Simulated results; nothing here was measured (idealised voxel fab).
Documented hereafter: the process module known as voxel capacitor over wiring.
The width of the displayed cross-section, cut, is 180 nm; its cells are square, with a size of 5 nm.
Cross-section = grid of square cells, listed top down in bands; band = one or more rows. Read a band's entry like this: the first values are the height of its top and the height of its bottom in nm, and what follows is the sequence of materials from left to right, each with its width in nm. Note that "blank" is empty space, and that a single material marked "everywhere" reaches across the band from edge to edge. Note: height 0 marks the level under which the wafer is uniformly one material as received. Lowest band unbounded below, written "0..down". Graded width ("30 to 40"): value in top row of band = first number; value in bottom row = second number; row-to-row change constant. Reading "no change occurred" for a step: not a cell of the cross-section changed in it. Closed empty spaces (no open way to the top) of 8 cells or more are what "Sealed voids" lists, each as width x height at distance from the left edge, nm for all three. Read whatever lies past the settings on a step's line as the simulator's own remark about the step. "overlay nm" denotes, for a step that has a mask, the displacement of the mask to the right of its planned place, with negative values corresponding to the left.

**List of planned process steps**
1 RECEIVE with material Si
2 CONFORMAL_DEP with material SiO2, thk nm 15
3 DIRECTIONAL_DEP with material TiN, thk nm 5
4 DIRECTIONAL_DEP with material Ru, thk nm 20
5 PATTERN with tone cover, mask id METAL_1, material resist, width nm 25, pitch nm 95, thk nm 20, overlay nm 0
6 DIRECTIONAL_ETCH with etch materials Ru, depth nm 20
7 DIRECTIONAL_ETCH with etch materials TiN, depth nm 5
8 STRIP with etch materials resist
9 CONFORMAL_DEP with material SiCN, thk nm 5
10 FILL_DEP with material lowk, thk nm 5
11 CMP with height nm 40
12 CONFORMAL_DEP with material SiCN, thk nm 5
13 DIRECTIONAL_DEP with material SiO2, thk nm 10
14 DIRECTIONAL_DEP with material aC, thk nm 15
15 PATTERN with tone open, mask id PLUG_1, material resist, width nm 15, thk nm 35, overlay nm 0
16 DIRECTIONAL_ETCH with etch materials aC, depth nm 15
17 STRIP with etch materials resist
18 DIRECTIONAL_ETCH with etch materials SiO2, depth nm 10
19 DIRECTIONAL_ETCH with etch materials SiCN, depth nm 5
20 STRIP with etch materials aC
21 EPI with material Ru, thk nm 10
22 EPI with material Ru, thk nm 5
23 DIRECTIONAL_DEP with material TiN, thk nm 5
24 DIRECTIONAL_DEP with material HfO2, thk nm 5
25 DIRECTIONAL_DEP with material TiN, thk nm 5
26 DIRECTIONAL_DEP with material aC, thk nm 15
27 PATTERN with tone cover, mask id UPPER_PLATE, material resist, width nm 75, thk nm 30, overlay nm 0
28 DIRECTIONAL_ETCH with etch materials aC, depth nm 15
29 STRIP with etch materials resist
30 DIRECTIONAL_ETCH with etch materials TiN, depth nm 5
31 DIRECTIONAL_ETCH with etch materials HfO2, depth nm 5
32 STRIP with etch materials aC
33 DIRECTIONAL_DEP with material aC, thk nm 15
34 PATTERN with tone cover, mask id LOWER_PLATE, material resist, width nm 85, thk nm 35, overlay nm 0
35 DIRECTIONAL_ETCH with etch materials aC, depth nm 15
36 STRIP with etch materials resist
37 DIRECTIONAL_ETCH with etch materials TiN, depth nm 5
38 STRIP with etch materials aC
39 FILL_DEP with material SiO2, thk nm 15
40 CMP with height nm 80
41 DIRECTIONAL_DEP with material aC, thk nm 10
42 PATTERN with tone open, mask id PLUG_2, material resist, width nm 15, thk nm 30, overlay nm 0
43 DIRECTIONAL_ETCH with etch materials aC, depth nm 10
44 STRIP with etch materials resist
45 DIRECTIONAL_ETCH with etch materials SiO2, depth nm 10
46 STRIP with etch materials aC
47 CONFORMAL_DEP with material TiN, thk nm 5
48 FILL_DEP with material W, thk nm 10
49 CMP with height nm 80
50 CONFORMAL_DEP with material SiCN, thk nm 5

**Wafer as received: cross-section following step 1**
0..down | Si everywhere
Sealed voids: none

**Wafer cross-section at end of module: start and plan as shown above, one execution error**
85..80 | SiCN everywhere
80..75 | SiO2: 50 / TiN: 5 / W: 5 / TiN: 5 / SiO2: 115
75..65 | SiO2: 50 to 55 / TiN: 15 to 60 / SiO2: 115 to 65
65..60 | SiO2: 55 / HfO2: 60 / SiO2: 65
60..55 | SiO2: 35 / TiN: 5 / SiO2: 15 / TiN: 65 / SiO2: 60
55..50 | SiO2: 40 / TiN: 15 / SiO2: 125
50..45 | SiO2: 40 / HfO2: 15 / SiO2: 125
45..40 | SiCN: 40 / TiN: 15 / SiCN: 125
40..35 | lowk: 25 / SiCN: 35 / lowk: 60 / SiCN: 35 / lowk: 25
35..20 | lowk: 25 / SiCN: 5 / Ru: 25 / SiCN: 5 / lowk: 60 / SiCN: 5 / Ru: 25 / SiCN: 5 / lowk: 25
20..15 | SiCN: 30 / Ru: 25 / SiCN: 70 / Ru: 25 / SiCN: 30
15..0 | SiO2 everywhere
0..down | Si everywhere
Sealed voids: none
Misprocessing identified: heads up, step 3 of the plan was skipped and never actually ran
